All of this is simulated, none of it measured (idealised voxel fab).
Herein follows the process module entitled voxel transistor to metal.
It is cross-section cut that appears here, measuring 295 nm in width, its square cells being 5 nm in size.
Cross-section layout: square cells on a grid; listed as bands, top to bottom; a band spans one or more cell rows. First you get the band's top height and its bottom height, in nm, and then the materials it's made of, left to right, with each width in nm. If you see a single material with "throughout", that one covers the band edge to edge. "blank" is empty space. The reference from which all heights are counted is 0, the level beneath which the as-received wafer is entirely one material; the lowest band, having no lower bound, proceeds downward and is written after the example "z 0 and below". Width: "30..40" (first number = top row, second number = bottom row, same change from row to row of cells). For the purposes of this document, the phrase "everything unchanged" attached to a step denotes that no cell within the cross-section was modified by that step. "Entrapped void list" specifies each empty space that is not open to the top and that occupies no fewer than 8 cells, using the form width x height at distance, the distance measured from the left edge and all three quantities in nm. Step line, after settings: the simulator's comment on this step. overlay nm: step with mask; distance mask lay right of planned place; negative value = left of planned place.

Planned step list for the process
1,RECEIVE with material Si
2,CONFORMAL_DEP with material SiO2, thk nm 5
3,CONFORMAL_DEP with material SiN, thk nm 10
4,PATTERN with tone cover, mask id ACTIVE, material resist, width nm 115, pitch nm 145, thk nm 15, overlay nm 0
5,DIRECTIONAL_ETCH with etch materials SiN, depth nm 10
6,DIRECTIONAL_ETCH with etch materials SiO2, depth nm 5
7,DIRECTIONAL_ETCH with etch materials Si, depth nm 20
8,STRIP with etch materials resist
9,OXIDIZE with depth nm 5
10,FILL_DEP with material SiO2, thk nm 5
11,CMP with height nm 15
12,SELECTIVE_ETCH with etch materials SiO2, depth nm 10
13,STRIP with etch materials SiN
14,SELECTIVE_ETCH with etch materials SiO2, depth nm 5
15,OXIDIZE with depth nm 5
16,DIRECTIONAL_DEP with material polySi, thk nm 30
17,DIRECTIONAL_DEP with material SiCN, thk nm 10
18,DIRECTIONAL_DEP with material aC, thk nm 10
19,PATTERN with tone cover, mask id GATE, material resist, width nm 35, pitch nm 145, thk nm 25, overlay nm 0
20,DIRECTIONAL_ETCH with etch materials aC, depth nm 10
21,STRIP with etch materials resist
22,DIRECTIONAL_ETCH with etch materials SiCN, depth nm 20
23,DIRECTIONAL_ETCH with etch materials polySi, depth nm 40
24,STRIP with etch materials aC
25,CONFORMAL_DEP with material SiN, thk nm 10
26,DIRECTIONAL_ETCH with etch materials SiN, depth nm 10
27,DIRECTIONAL_ETCH with etch materials SiO2, depth nm 5
28,EPI with material pSi, thk nm 5
29,FILL_DEP with material SiO2, thk nm 10
30,CMP with height nm 30
31,STRIP with etch materials polySi
32,SELECTIVE_ETCH with etch materials SiO2, depth nm 5
33,CONFORMAL_DEP with material HfO2, thk nm 5
34,CONFORMAL_DEP with material TiN, thk nm 5
35,FILL_DEP with material W, thk nm 10
36,CMP with height nm 25
37,DIRECTIONAL_DEP with material SiO2, thk nm 10
38,MASKED_ETCH with tone open, mask id CONTACT, width nm 15, etch materials SiO2, depth nm 35, overlay nm 0
39,CONFORMAL_DEP with material TiN, thk nm 5
40,FILL_DEP with material Ru, thk nm 5
41,CMP with height nm 35
42,DIRECTIONAL_DEP with material TiN, thk nm 5
43,DIRECTIONAL_DEP with material Ru, thk nm 15
44,DIRECTIONAL_DEP with material aC, thk nm 15
45,PATTERN with tone cover, mask id METAL_1, material resist, width nm 15, thk nm 30, overlay nm 0
46,DIRECTIONAL_ETCH with etch materials aC, depth nm 15
47,STRIP with etch materials resist
48,DIRECTIONAL_ETCH with etch materials Ru, depth nm 15
49,DIRECTIONAL_ETCH with etch materials TiN, depth nm 5
50,STRIP with etch materials aC
51,CONFORMAL_DEP with material SiN, thk nm 5
52,FILL_DEP with material lowk, thk nm 5
53,CMP with height nm 55
54,CONFORMAL_DEP with material SiN, thk nm 5

Incoming wafer, cross-sectional view, post step 1
	z 0 and below = Si throughout
	Entrapped void list: none

First of two wafers, end-of-module section, run followed plan
	z 60 to 55 = SiN throughout
	z 55 to 40 = lowk: 20, then SiN: 5, then Ru: 15, then SiN: 5, then lowk: 55, then SiN: 5, then Ru: 15, then SiN: 5, then lowk: 40, then SiN: 5, then Ru: 15, then SiN: 5, then lowk: 55, then SiN: 5, then Ru: 15, then SiN: 5, then lowk: 25
	z 40 to 35 = SiN: 25, then TiN: 15, then SiN: 65, then TiN: 15, then SiN: 50, then TiN: 15, then SiN: 65, then TiN: 15, then SiN: 30
	z 35 to 25 = SiO2: 25, then TiN: 5, then Ru: 5, then TiN: 5, then SiO2: 65, then TiN: 5, then Ru: 5, then TiN: 5, then SiO2: 50, then TiN: 5, then Ru: 5, then TiN: 5, then SiO2: 65, then TiN: 5, then Ru: 5, then TiN: 5, then SiO2: 30
	z 25 to 5 = SiO2: 25, then TiN: 5, then Ru: 5, then TiN: 5, then SiO2: 5, then SiN: 10, then HfO2: 5, then TiN: 5, then W: 15, then TiN: 5, then HfO2: 5, then SiN: 10, then SiO2: 5, then TiN: 5, then Ru: 5, then TiN: 5, then SiO2: 50, then TiN: 5, then Ru: 5, then TiN: 5, then SiO2: 5, then SiN: 10, then HfO2: 5, then TiN: 5, then W: 15, then TiN: 5, then HfO2: 5, then SiN: 10, then SiO2: 5, then TiN: 5, then Ru: 5, then TiN: 5, then SiO2: 30
	z 5 to 0 = SiO2: 25, then TiN: 15, then SiO2: 5, then SiN: 10, then HfO2: 5, then TiN: 25, then HfO2: 5, then SiN: 10, then SiO2: 5, then TiN: 15, then SiO2: 50, then TiN: 15, then SiO2: 5, then SiN: 10, then HfO2: 5, then TiN: 25, then HfO2: 5, then SiN: 10, then SiO2: 5, then TiN: 15, then SiO2: 30
	z 0 to -5 = SiO2: 15, then pSi: 30, then SiO2: 5, then HfO2: 45, then SiO2: 5, then pSi: 30, then SiO2: 30, then pSi: 30, then SiO2: 5, then HfO2: 45, then SiO2: 5, then pSi: 30, then SiO2: 20
	z -5 to -25 = SiO2: 20, then Si: 105, then SiO2: 40, then Si: 105, then SiO2: 25
	z -25 and below = Si throughout
	Entrapped void list: none

Second of two wafers, module complete, sectioned: it shares the first wafer's start and plan but was run with one mistake
	z 50 to 45 = SiN throughout
	z 45 to 40 = lowk: 20, then SiN: 5, then Ru: 15, then SiN: 5, then lowk: 55, then SiN: 5, then Ru: 15, then SiN: 5, then lowk: 40, then SiN: 5, then Ru: 15, then SiN: 5, then lowk: 55, then SiN: 5, then Ru: 15, then SiN: 5, then lowk: 25
	z 40 to 35 = SiN: 25, then TiN: 15, then SiN: 65, then TiN: 15, then SiN: 50, then TiN: 15, then SiN: 65, then TiN: 15, then SiN: 30
	z 35 to 25 = SiO2: 25, then TiN: 5, then Ru: 5, then TiN: 5, then SiO2: 65, then TiN: 5, then Ru: 5, then TiN: 5, then SiO2: 50, then TiN: 5, then Ru: 5, then TiN: 5, then SiO2: 65, then TiN: 5, then Ru: 5, then TiN: 5, then SiO2: 30
	z 25 to 5 = SiO2: 25, then TiN: 5, then Ru: 5, then TiN: 5, then SiO2: 5, then SiN: 10, then HfO2: 5, then TiN: 5, then W: 15, then TiN: 5, then HfO2: 5, then SiN: 10, then SiO2: 5, then TiN: 5, then Ru: 5, then TiN: 5, then SiO2: 50, then TiN: 5, then Ru: 5, then TiN: 5, then SiO2: 5, then SiN: 10, then HfO2: 5, then TiN: 5, then W: 15, then TiN: 5, then HfO2: 5, then SiN: 10, then SiO2: 5, then TiN: 5, then Ru: 5, then TiN: 5, then SiO2: 30
	z 5 to 0 = SiO2: 25, then TiN: 15, then SiO2: 5, then SiN: 10, then HfO2: 5, then TiN: 25, then HfO2: 5, then SiN: 10, then SiO2: 5, then TiN: 15, then SiO2: 50, then TiN: 15, then SiO2: 5, then SiN: 10, then HfO2: 5, then TiN: 25, then HfO2: 5, then SiN: 10, then SiO2: 5, then TiN: 15, then SiO2: 30
	z 0 to -5 = SiO2: 15, then pSi: 30, then SiO2: 5, then HfO2: 45, then SiO2: 5, then pSi: 30, then SiO2: 30, then pSi: 30, then SiO2: 5, then HfO2: 45, then SiO2: 5, then pSi: 30, then SiO2: 20
	z -5 to -25 = SiO2: 20, then Si: 105, then SiO2: 40, then Si: 105, then SiO2: 25
	z -25 and below = Si throughout
	Entrapped void list: none
Which mistake was made when the wafer was run? in deviation from the planned setting, step 53 was conducted as CMP with height nm 45
The second wafer ends with more or fewer cells of some materials than the first, per final count: Ru: 24 fewer; SiN: 16 fewer; lowk: 78 fewer
